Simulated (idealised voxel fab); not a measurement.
The document below concerns the process module designated voxel gate over fins.
For reference, the cross-section in this document is cut, with width 290 nm and square cells of 5 nm.
Just so we're on the same page, the cross-sections are grids of square cells, and they're listed out in bands top to bottom, each band one or more rows deep.
First you get the band's top height and its bottom height, in nm, and then the materials it's made of, left to right, with each width in nm. If you see a single material with "everywhere", that one covers the band edge to edge. "empty" is empty space.
Height is counted from the level 0, under which the received wafer is composed throughout of one material. The lowest of the bands is not closed at the bottom but continues downward, in the notation "0 and below".
Width spec "30 to 40" -> top row of cells at first value, bottom row at second value, equal per-row change in between.
Where a step carries "no modifications", the cross-section came out of it unchanged, cell for cell.
Closed empty spaces (no open way to the top) of 8 cells or more are what "Fully sealed voids" lists, each as width x height at distance from the left edge, nm for all three.
What comes after the settings on a step's line is commentary from the simulator itself on that step.
For masked steps, "overlay nm" on the step line gives how far right of plan the mask actually lay; a minus sign means it lay to the left.

### These are the steps we planned for the process
1. RECEIVE | material Si
2. CONFORMAL_DEP | material SiN | thk nm 10
3. PATTERN | tone cover | mask id FINS | material resist | width nm 15 | pitch nm 35 | thk nm 20 | overlay nm 0
4. DIRECTIONAL_ETCH | etch materials SiN | depth nm 10
5. DIRECTIONAL_ETCH | etch materials Si | depth nm 35
6. STRIP | etch materials resist
7. OXIDIZE | depth nm 5
8. FILL_DEP | material SiO2 | thk nm 10
9. CMP | height nm 10
10. SELECTIVE_ETCH | etch materials SiO2 | depth nm 25
11. STRIP | etch materials SiN
12. CONFORMAL_DEP | material HfO2 | thk nm 5
13. CONFORMAL_DEP | material TiN | thk nm 5
14. FILL_DEP | material W | thk nm 10
15. CMP | height nm 15
16. CONFORMAL_DEP | material SiCN | thk nm 10

### Cross-section of the incoming wafer, state after step 1
  0 and below = Si everywhere
  Fully sealed voids: none

### Result of the module, cross-sectioned: start per above, plan per above, one error in how it was run
  25 down to 15 = SiCN everywhere
  15 down to 10 = W everywhere
  10 down to 5 = W=115  TiN=25  W=10  TiN=25  W=115
  5 down to 0 = W=115  TiN=5  HfO2=15  TiN=5  W=10  TiN=5  HfO2=15  TiN=5  W=115
  0 down to -5 = W=115  TiN=5  HfO2=5  Si=5  HfO2=5  TiN=5  W=10  TiN=5  HfO2=5  Si=5  HfO2=5  TiN=5  W=115
  -5 down to -10 = TiN=105  W=10  TiN=5  HfO2=5  Si=5  HfO2=5  TiN=5  W=10  TiN=5  HfO2=5  Si=5  HfO2=5  TiN=5  W=10  TiN=105
  -10 down to -15 = HfO2=100  TiN=5  W=10  TiN=5  HfO2=5  Si=5  HfO2=5  TiN=5  W=10  TiN=5  HfO2=5  Si=5  HfO2=5  TiN=5  W=10  TiN=5  HfO2=100
  -15 down to -20 = SiO2=95  HfO2=5  TiN=20  HfO2=5  Si=5  HfO2=5  TiN=20  HfO2=5  Si=5  HfO2=5  TiN=20  HfO2=5  SiO2=95
  -20 down to -25 = SiO2=95  HfO2=30  Si=5  HfO2=30  Si=5  HfO2=30  SiO2=95
  -25 down to -40 = SiO2=125  Si=5  SiO2=30  Si=5  SiO2=125
  -40 and below = Si everywhere
  Fully sealed voids: none
Which mistake was made when the wafer was run? so 10 and 11 got swapped relative to the plan, each ran where the other was supposed to
